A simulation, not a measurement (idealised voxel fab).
Herein follows the process module entitled voxel wiring stack.
Pictured: cross-section cut, 250 nm wide, on a grid of 5 nm square cells.
Each cross-section below is a grid of square cells, stated as bands in top-down order, with one or more rows of cells making up each band.
The entry gives the band's vertical extent as a top height and a bottom height in nm, then its horizontal make-up as materials from left to right, each with a width in nm. "empty" stands for empty space; a single material marked "throughout" fills the band edge to edge.
Height is counted from the level 0, under which the received wafer is composed throughout of one material. The lowest of the bands is not closed at the bottom but continues downward, in the notation "z 0 and below".
The notation "30..40" denotes a width that varies across the rows of cells in the band, beginning at the first number in the top row, finishing at the second number in the bottom row, and changing by an identical amount from each row to the next.
"nothing altered" (step): cross-section cells unchanged, all of them.
The entry titled "Sealed voids" provides the empty spaces that have no open way to the top, restricted to those of 8 cells or more. Each is presented as width x height at distance, the distance being measured from the left edge, with all three in nm.
On each step's line, the part that comes after the settings is the simulator's own comment on the step.
The "overlay nm" setting may appear on a step's line; for a step that uses a mask, it gives how far to the right of its planned position the mask lay, and a negative value indicates the left.

-- Set out below are the planned steps of the process
1) RECEIVE | material Si
2) CONFORMAL_DEP | material SiO2 | thk nm 10
3) DIRECTIONAL_DEP | material TiN | thk nm 5
4) DIRECTIONAL_DEP | material Ru | thk nm 15
5) DIRECTIONAL_DEP | material aC | thk nm 10
6) PATTERN | tone cover | mask id METAL_1 | material resist | width nm 30 | pitch nm 50 | thk nm 25 | overlay nm 0
7) DIRECTIONAL_ETCH | etch materials aC | depth nm 10
8) STRIP | etch materials resist
9) DIRECTIONAL_ETCH | etch materials Ru | depth nm 15
10) DIRECTIONAL_ETCH | etch materials TiN | depth nm 5
11) STRIP | etch materials aC
12) FILL_DEP | material SiO2 | thk nm 5
13) CMP | height nm 30
14) CONFORMAL_DEP | material SiCN | thk nm 5
15) DIRECTIONAL_DEP | material lowk | thk nm 30
16) MASKED_ETCH | tone open | mask id METAL_2 | width nm 30 | pitch nm 50 | etch materials lowk | depth nm 20 | overlay nm 0
17) MASKED_ETCH | tone open | mask id METAL_2_HOLES | width nm 15 | pitch nm 100 | etch materials lowk | depth nm 10 | overlay nm 0
18) MASKED_ETCH | tone open | mask id METAL_2_HOLES | width nm 15 | pitch nm 100 | etch materials SiCN | depth nm 5 | overlay nm 0
19) CONFORMAL_DEP | material TiN | thk nm 5
20) FILL_DEP | material Ru | thk nm 5
21) CMP | height nm 65
22) CONFORMAL_DEP | material SiCN | thk nm 5
23) DIRECTIONAL_DEP | material lowk | thk nm 10
24) PATTERN | tone open | mask id PLUG_2 | material resist | width nm 15 | pitch nm 50 | thk nm 20 | overlay nm 0
25) DIRECTIONAL_ETCH | etch materials lowk | depth nm 10
26) DIRECTIONAL_ETCH | etch materials SiCN | depth nm 5
27) STRIP | etch materials resist
28) EPI | material Ru | thk nm 10
29) EPI | material Ru | thk nm 5
30) CONFORMAL_DEP | material SiCN | thk nm 5
31) DIRECTIONAL_DEP | material SiO2 | thk nm 25
32) PATTERN | tone open | mask id METAL_3 | material resist | width nm 30 | pitch nm 50 | thk nm 15 | overlay nm 0
33) DIRECTIONAL_ETCH | etch materials SiO2 | depth nm 25
34) DIRECTIONAL_ETCH | etch materials SiCN | depth nm 5
35) STRIP | etch materials resist
36) CONFORMAL_DEP | material TiN | thk nm 5
37) FILL_DEP | material Ru | thk nm 5
38) CMP | height nm 110
39) CONFORMAL_DEP | material SiN | thk nm 5

-- Incoming wafer, cross-sectional view, post step 1
- z 0 and below  Si throughout
- Sealed voids: none

-- The first of the two wafers as seen in cross-section once the module was finished; processing followed the plan
- z 115 to 110  SiN throughout
- z 110 to 85  60 SiO2, 5 TiN, 20 Ru, 5 TiN, 20 SiO2, 5 TiN, 20 Ru, 5 TiN, 20 SiO2, 5 TiN, 20 Ru, 5 TiN, 60 SiO2
- z 85 to 80  60 SiCN, 30 TiN, 20 SiCN, 30 TiN, 20 SiCN, 30 TiN, 60 SiCN
- z 80 to 70  60 lowk, 15 Ru, 35 lowk, 15 Ru, 35 lowk, 15 Ru, 75 lowk
- z 70 to 65  60 SiCN, 15 Ru, 35 SiCN, 15 Ru, 35 SiCN, 15 Ru, 75 SiCN
- z 65 to 50  60 lowk, 5 TiN, 20 Ru, 5 TiN, 20 lowk, 5 TiN, 20 Ru, 5 TiN, 20 lowk, 5 TiN, 20 Ru, 5 TiN, 60 lowk
- z 50 to 45  60 lowk, 5 TiN, 5 Ru, 20 TiN, 20 lowk, 30 TiN, 20 lowk, 5 TiN, 5 Ru, 20 TiN, 60 lowk
- z 45 to 35  60 lowk, 5 TiN, 5 Ru, 5 TiN, 85 lowk, 5 TiN, 5 Ru, 5 TiN, 75 lowk
- z 35 to 30  60 SiCN, 15 TiN, 85 SiCN, 15 TiN, 75 SiCN
- z 30 to 15  60 SiO2, 30 Ru, 20 SiO2, 30 Ru, 20 SiO2, 30 Ru, 60 SiO2
- z 15 to 10  60 SiO2, 30 TiN, 20 SiO2, 30 TiN, 20 SiO2, 30 TiN, 60 SiO2
- z 10 to 0  SiO2 throughout
- z 0 and below  Si throughout
- Sealed voids: none

-- Second wafer of the two, sectioned at the end of the module. It began like the first and followed the same plan, but one mistake was made while running it
- z 115 to 110  SiN throughout
- z 110 to 85  60 SiO2, 5 TiN, 20 Ru, 5 TiN, 20 SiO2, 5 TiN, 20 Ru, 5 TiN, 20 SiO2, 5 TiN, 20 Ru, 5 TiN, 60 SiO2
- z 85 to 80  60 SiCN, 30 TiN, 20 SiCN, 30 TiN, 20 SiCN, 30 TiN, 60 SiCN
- z 80 to 70  60 lowk, 15 Ru, 35 lowk, 5 SiCN, 5 TiN, 5 SiCN, 35 lowk, 15 Ru, 75 lowk
- z 70 to 65  60 SiCN, 15 Ru, 40 SiCN, 5 TiN, 40 SiCN, 15 Ru, 75 SiCN
- z 65 to 60  60 SiCN, 15 TiN, 85 SiCN, 15 TiN, 75 SiCN
- z 60 to 30  lowk throughout
- z 30 to 15  60 SiO2, 30 Ru, 20 SiO2, 30 Ru, 20 SiO2, 30 Ru, 60 SiO2
- z 15 to 10  60 SiO2, 30 TiN, 20 SiO2, 30 TiN, 20 SiO2, 30 TiN, 60 SiO2
- z 10 to 0  SiO2 throughout
- z 0 and below  Si throughout
- Sealed voids: none
Heads up, the wafer didn't run the way we planned it: note: step 14 <-> step 15, run order reversed vs plan
Counted in cells at the end, the second wafer holds more or fewer of these materials than the first: 51 fewer of Ru | 6 more of SiCN | 39 fewer of TiN | 84 more of lowk
